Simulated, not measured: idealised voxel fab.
process module | voxel self aligned contacts
cross-section cut | 160 nm wide | cells 5 nm
A cross-section is a grid of square cells, given in bands from the top down. A band is one or more rows of cells.
Each band's line starts with the height of the band's top and of its bottom, in nm. Then come its materials from left to right, each with its width in nm. One material with "throughout" fills the band from edge to edge. "air" is empty space.
Height 0 is the level under which the wafer as received is all one material. The lowest band goes on downwards, as in "0 down".
A width such as "30 to 40" changes by the same amount from each row of cells to the next, from the band's top row to its bottom row.
"no change" after a step means that no cell of the cross-section changed.
closed voids: empty space of 8 cells or more with no open way to the top, each as width x height at its distance from the left edge, in nm
after a step's settings: what the simulator itself notes on the step
overlay nm, on a step with a mask: how far to the right of its planned place the mask lay; to the left if negative
plan
1 op RECEIVE | material Si
2 op OXIDIZE | depth nm 5
3 op DIRECTIONAL_DEP | material polySi | thk nm 25
4 op DIRECTIONAL_DEP | material SiN | thk nm 20
5 op PATTERN | tone cover | mask id GATE | material resist | width nm 35 | pitch nm 70 | thk nm 15 | overlay nm 0
6 op DIRECTIONAL_ETCH | etch materials SiN | depth nm 20
7 op DIRECTIONAL_ETCH | etch materials polySi | depth nm 25
8 op STRIP | etch materials resist
9 op CONFORMAL_DEP | material SiN | thk nm 5
10 op DIRECTIONAL_ETCH | etch materials SiN | depth nm 5
11 op FILL_DEP | material SiO2 | thk nm 15
12 op CMP | height nm 50
13 op PATTERN | tone open | mask id CONTACT | material resist | width nm 45 | thk nm 15 | overlay nm 0
14 op DIRECTIONAL_ETCH | etch materials SiO2 | depth nm 55
15 op STRIP | etch materials resist
16 op CONFORMAL_DEP | material TiN | thk nm 5
17 op FILL_DEP | material Ru | thk nm 10
18 op CMP | height nm 50
19 op CONFORMAL_DEP | material SiN | thk nm 5
first wafer, as planned
as received, after step 1
  0 down: Si throughout
  closed voids: none
after step 2
  0 to -5: SiO2 throughout
  below -5: unchanged
after step 3
  25 to 0: polySi throughout
  below 0: unchanged
after step 4
  45 to 25: SiN throughout
  below 25: unchanged
after step 5
  60 to 45: air 25 | resist 35 | air 35 | resist 35 | air 30
  below 45: unchanged
after step 6
  60 to 45: air 25 | resist 35 | air 35 | resist 35 | air 30
  45 to 25: air 25 | SiN 35 | air 35 | SiN 35 | air 30
  below 25: unchanged
after step 7
  60 to 45: air 25 | resist 35 | air 35 | resist 35 | air 30
  45 to 25: air 25 | SiN 35 | air 35 | SiN 35 | air 30
  25 to 0: air 25 | polySi 35 | air 35 | polySi 35 | air 30
  below 0: unchanged
after step 8
  45 to 25: air 25 | SiN 35 | air 35 | SiN 35 | air 30
  below 25: unchanged
after step 9
  50 to 25: air 20 | SiN 45 | air 25 | SiN 45 | air 25
  25 to 5: air 20 | SiN 5 | polySi 35 | SiN 5 | air 25 | SiN 5 | polySi 35 | SiN 5 | air 25
  5 to 0: SiN 25 | polySi 35 | SiN 35 | polySi 35 | SiN 30
  below 0: unchanged
after step 10
  45 to 25: air 20 | SiN 45 | air 25 | SiN 45 | air 25
  25 to 0: air 20 | SiN 5 | polySi 35 | SiN 5 | air 25 | SiN 5 | polySi 35 | SiN 5 | air 25
  below 0: unchanged
after step 11
  60 to 45: SiO2 throughout
  45 to 25: SiO2 20 | SiN 45 | SiO2 25 | SiN 45 | SiO2 25
  25 to 0: SiO2 20 | SiN 5 | polySi 35 | SiN 5 | SiO2 25 | SiN 5 | polySi 35 | SiN 5 | SiO2 25
  below 0: unchanged
after step 12
  50 to 45: SiO2 throughout
  below 45: unchanged
after step 13
  65 to 50: resist 55 | air 45 | resist 60
  below 50: unchanged
after step 14
  65 to 50: resist 55 | air 45 | resist 60
  50 to 45: SiO2 55 | air 45 | SiO2 60
  45 to 25: SiO2 20 | SiN 45 | air 25 | SiN 45 | SiO2 25
  25 to 0: SiO2 20 | SiN 5 | polySi 35 | SiN 5 | air 25 | SiN 5 | polySi 35 | SiN 5 | SiO2 25
  0 to -5: SiO2 65 | air 25 | SiO2 70
  below -5: unchanged
after step 15
  50 to 45: SiO2 55 | air 45 | SiO2 60
  below 45: unchanged
after step 16
  55 to 50: TiN 60 | air 35 | TiN 65
  50 to 45: SiO2 55 | TiN 15 | air 15 | TiN 15 | SiO2 60
  45 to 25: SiO2 20 | SiN 45 | TiN 5 | air 15 | TiN 5 | SiN 45 | SiO2 25
  25 to 0: SiO2 20 | SiN 5 | polySi 35 | SiN 5 | TiN 5 | air 15 | TiN 5 | SiN 5 | polySi 35 | SiN 5 | SiO2 25
  0 to -5: SiO2 65 | TiN 25 | SiO2 70
  below -5: unchanged
after step 17
  65 to 55: Ru throughout
  55 to 50: TiN 60 | Ru 35 | TiN 65
  50 to 45: SiO2 55 | TiN 15 | Ru 15 | TiN 15 | SiO2 60
  45 to 25: SiO2 20 | SiN 45 | TiN 5 | Ru 15 | TiN 5 | SiN 45 | SiO2 25
  25 to 0: SiO2 20 | SiN 5 | polySi 35 | SiN 5 | TiN 5 | Ru 15 | TiN 5 | SiN 5 | polySi 35 | SiN 5 | SiO2 25
  below 0: unchanged
after step 18
  50 to 45: SiO2 55 | TiN 15 | Ru 15 | TiN 15 | SiO2 60
  below 45: unchanged
after step 19
  55 to 50: SiN throughout
  below 50: unchanged
second wafer: like start, like plan, one mistake. Through step 2 it matches the first wafer
when step 3 should have ended
  20 to 0: SiN throughout
  below 0: unchanged
when step 4 should have ended
  45 to 20: polySi throughout
  below 20: unchanged
when step 5 should have ended
  60 to 45: air 25 | resist 35 | air 35 | resist 35 | air 30
  below 45: unchanged
when step 6 should have ended: no change
when step 7 should have ended
  60 to 45: air 25 | resist 35 | air 35 | resist 35 | air 30
  45 to 20: air 25 | polySi 35 | air 35 | polySi 35 | air 30
  below 20: unchanged
when step 8 should have ended
  45 to 20: air 25 | polySi 35 | air 35 | polySi 35 | air 30
  below 20: unchanged
when step 9 should have ended
  50 to 45: air 20 | SiN 45 | air 25 | SiN 45 | air 25
  45 to 25: air 20 | SiN 5 | polySi 35 | SiN 5 | air 25 | SiN 5 | polySi 35 | SiN 5 | air 25
  25 to 20: SiN 25 | polySi 35 | SiN 35 | polySi 35 | SiN 30
  below 20: unchanged
when step 10 should have ended
  45 to 20: air 20 | SiN 5 | polySi 35 | SiN 5 | air 25 | SiN 5 | polySi 35 | SiN 5 | air 25
  below 20: unchanged
when step 11 should have ended
  60 to 45: SiO2 throughout
  45 to 20: SiO2 20 | SiN 5 | polySi 35 | SiN 5 | SiO2 25 | SiN 5 | polySi 35 | SiN 5 | SiO2 25
  below 20: unchanged
when step 12 should have ended
  50 to 45: SiO2 throughout
  below 45: unchanged
when step 13 should have ended
  65 to 50: resist 55 | air 45 | resist 60
  below 50: unchanged
when step 14 should have ended
  65 to 50: resist 55 | air 45 | resist 60
  50 to 45: SiO2 55 | air 45 | SiO2 60
  45 to 20: SiO2 20 | SiN 5 | polySi 35 | SiN 5 | air 25 | SiN 5 | polySi 35 | SiN 5 | SiO2 25
  below 20: unchanged
when step 15 should have ended
  50 to 45: SiO2 55 | air 45 | SiO2 60
  below 45: unchanged
when step 16 should have ended
  55 to 50: TiN 60 | air 35 | TiN 65
  50 to 45: SiO2 55 | TiN 15 | air 15 | TiN 15 | SiO2 60
  45 to 25: SiO2 20 | SiN 5 | polySi 35 | SiN 5 | TiN 5 | air 15 | TiN 5 | SiN 5 | polySi 35 | SiN 5 | SiO2 25
  25 to 20: SiO2 20 | SiN 5 | polySi 35 | SiN 5 | TiN 25 | SiN 5 | polySi 35 | SiN 5 | SiO2 25
  below 20: unchanged
when step 17 should have ended
  65 to 55: Ru throughout
  55 to 50: TiN 60 | Ru 35 | TiN 65
  50 to 45: SiO2 55 | TiN 15 | Ru 15 | TiN 15 | SiO2 60
  45 to 25: SiO2 20 | SiN 5 | polySi 35 | SiN 5 | TiN 5 | Ru 15 | TiN 5 | SiN 5 | polySi 35 | SiN 5 | SiO2 25
  below 25: unchanged
when step 18 should have ended
  50 to 45: SiO2 55 | TiN 15 | Ru 15 | TiN 15 | SiO2 60
  below 45: unchanged
when step 19 should have ended
  55 to 50: SiN throughout
  below 50: unchanged
what went wrong: steps 3 and 4 were swapped
at the end the second wafer has, in cells: 15 fewer of Ru | 56 more of SiN | 31 fewer of SiO2 | 10 fewer of TiN
